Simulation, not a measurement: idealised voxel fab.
Name of the process module below: voxel self aligned contacts
Each square cell in cross-section cut measures 5 nm, and the section as a whole is 250 nm wide.
When this document writes out a cross-section, it uses a grid of square cells and lists it as bands, beginning at the top and moving down, with a band standing for one or more rows of cells.
Basically the band line says how high the top is and how high the bottom is, in nm, and then what's in it from left to right, every material with its width in nm. Empty space shows up as "empty", and if a single material carries "throughout" it runs the full band edge to edge.
Below 0: as-received wafer, all one material; heights counted from there. Lowest band: no bottom, goes on down, written "from 0 down".
The width entry "30..40" should be interpreted row by row: the top row of cells in the band takes the first number, the bottom row takes the second number, and the change between adjacent rows is uniform throughout.
"nothing different" (step): cross-section cells unchanged, all of them.
Closed-off voids of 8+ cells (no open route to the top) go in "Closed voids list", written width x height at distance from the left edge, in nm.
Post-settings text on a step line: simulator's own remark regarding the step.
"overlay nm" answers the question of how far to the right of plan the mask lay on a step that has a mask, and when it is negative the answer is to the left.
THESE ARE THE STEPS WE PLANNED FOR THE PROCESS
1 RECEIVE with material Si
2 OXIDIZE with depth nm 5
3 DIRECTIONAL_DEP with material polySi, thk nm 30
4 DIRECTIONAL_DEP with material SiN, thk nm 15
5 DIRECTIONAL_DEP with material aC, thk nm 10
6 PATTERN with tone cover, mask id GATE, material resist, width nm 20, pitch nm 55, thk nm 25, overlay nm 0
7 DIRECTIONAL_ETCH with etch materials aC, depth nm 10
8 STRIP with etch materials resist
9 DIRECTIONAL_ETCH with etch materials SiN, depth nm 15
10 DIRECTIONAL_ETCH with etch materials polySi, depth nm 30
11 STRIP with etch materials aC
12 CONFORMAL_DEP with material SiN, thk nm 5
13 DIRECTIONAL_ETCH with etch materials SiN, depth nm 5
14 FILL_DEP with material SiO2, thk nm 15
15 CMP with height nm 55
16 DIRECTIONAL_DEP with material aC, thk nm 10
17 PATTERN with tone open, mask id CONTACT, material resist, width nm 35, pitch nm 55, thk nm 25, overlay nm 0
18 DIRECTIONAL_ETCH with etch materials aC, depth nm 10
19 STRIP with etch materials resist
20 DIRECTIONAL_ETCH with etch materials SiO2, depth nm 60
21 STRIP with etch materials aC
22 CONFORMAL_DEP with material TiN, thk nm 5
23 FILL_DEP with material W, thk nm 10
24 CMP with height nm 55
25 CONFORMAL_DEP with material SiCN, thk nm 5
Across this set of wafers, the varied parameter is the width nm of step 6. Starting conditions are identical for every wafer, and the plan reports the value assigned to the first wafer.
INCOMING STATE OF THE FIRST OF SEVERAL WAFERS IN CROSS-SECTION: AFTER STEP 1
> from 0 down: Si throughout
> Closed voids list: none
WAFER ROWS; END OF MODULE; CELLS PER MATERIAL SINCE RECEIPT: (+) GAINED, (-) LOST; THEN CLOSED VOIDS
width nm 20, -50 Si, +50 SiCN, +90 SiN, +310 SiO2, +58 TiN, +70 W, +72 polySi, Closed voids list: none
width nm 25, -50 Si, +50 SiCN, +99 SiN, +303 SiO2, +58 TiN, +50 W, +90 polySi, Closed voids list: none
width nm 30, -50 Si, +50 SiCN, +108 SiN, +296 SiO2, +58 TiN, +30 W, +108 polySi, Closed voids list: none
width nm 35, -50 Si, +50 SiCN, +117 SiN, +289 SiO2, +58 TiN, +10 W, +126 polySi, Closed voids list: none
width nm 40, -50 Si, +50 SiCN, +126 SiN, +282 SiO2, +38 TiN, +10 W, +144 polySi, Closed voids list: none
